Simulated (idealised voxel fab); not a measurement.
Process module under the name voxel released beams
This is section cut - it's 245 nm across, gridded in 5 nm square cells.
When this document writes out a cross-section, it uses a grid of square cells and lists it as bands, beginning at the top and moving down, with a band standing for one or more rows of cells. Read a band's entry like this: the first values are the height of its top and the height of its bottom in nm, and what follows is the sequence of materials from left to right, each with its width in nm. Note that "empty" is empty space, and that a single material marked "full width" reaches across the band from edge to edge. Note: height 0 marks the level under which the wafer is uniformly one material as received. Lowest band unbounded below, written "top 0, no bottom". So if you see something like "30->40" for the width, read it as the top row of the band sitting at the first number and the bottom row at the second, with every row in between moving by the same amount as the last. "nothing altered" after a step means that no cell of the cross-section changed. "Fully enclosed voids": empty spaces of 8 cells or more with no open way to the top, each given as width x height at distance, distance from the left edge, all in nm. Anything after a step's settings on that line? It's the simulator's own note about the step. Steps that use a mask can have "overlay nm" on their line. It says how far the mask sat to the right of where it was meant to be. Negative means to the left.

The process steps that were planned are listed below:
1. RECEIVE,material Si
2. CONFORMAL_DEP,material SiN,thk nm 5
3. DIRECTIONAL_DEP,material SiO2,thk nm 10
4. DIRECTIONAL_DEP,material aC,thk nm 15
5. PATTERN,tone open,mask id ANCHOR,material resist,width nm 35,thk nm 35,overlay nm 0
6. DIRECTIONAL_ETCH,etch materials aC,depth nm 15
7. STRIP,etch materials resist
8. DIRECTIONAL_ETCH,etch materials SiO2,depth nm 10
9. STRIP,etch materials aC
10. CONFORMAL_DEP,material polySi,thk nm 15
11. PATTERN,tone cover,mask id BEAM,material resist,width nm 110,thk nm 15,overlay nm 0
12. DIRECTIONAL_ETCH,etch materials polySi,depth nm 15
13. STRIP,etch materials resist
14. STRIP,etch materials SiO2

Cross-section of the incoming wafer, state after step 1:
top 0, no bottom = Si full width
Fully enclosed voids: none

Figure: cross-sectional view of the wafer upon completion of the module, processed from the initial state and according to the plan depicted above, with one error introduced during execution:
top 30, bottom 20 = 55 nm empty, then 30 nm polySi, then 5 nm empty, then 75 nm polySi, then 80 nm empty
top 20, bottom 15 = 55 nm empty, then 110 nm polySi, then 80 nm empty
top 15, bottom 5 = 70 nm empty, then 35 nm polySi, then 140 nm empty
top 5, bottom 0 = SiN full width
top 0, no bottom = Si full width
Fully enclosed voids: none
Error vs. plan: step 11 was processed under conditions differing from the plan, specifically as PATTERN,tone cover,mask id BEAM,material resist,width nm 110,thk nm 15,overlay nm -10
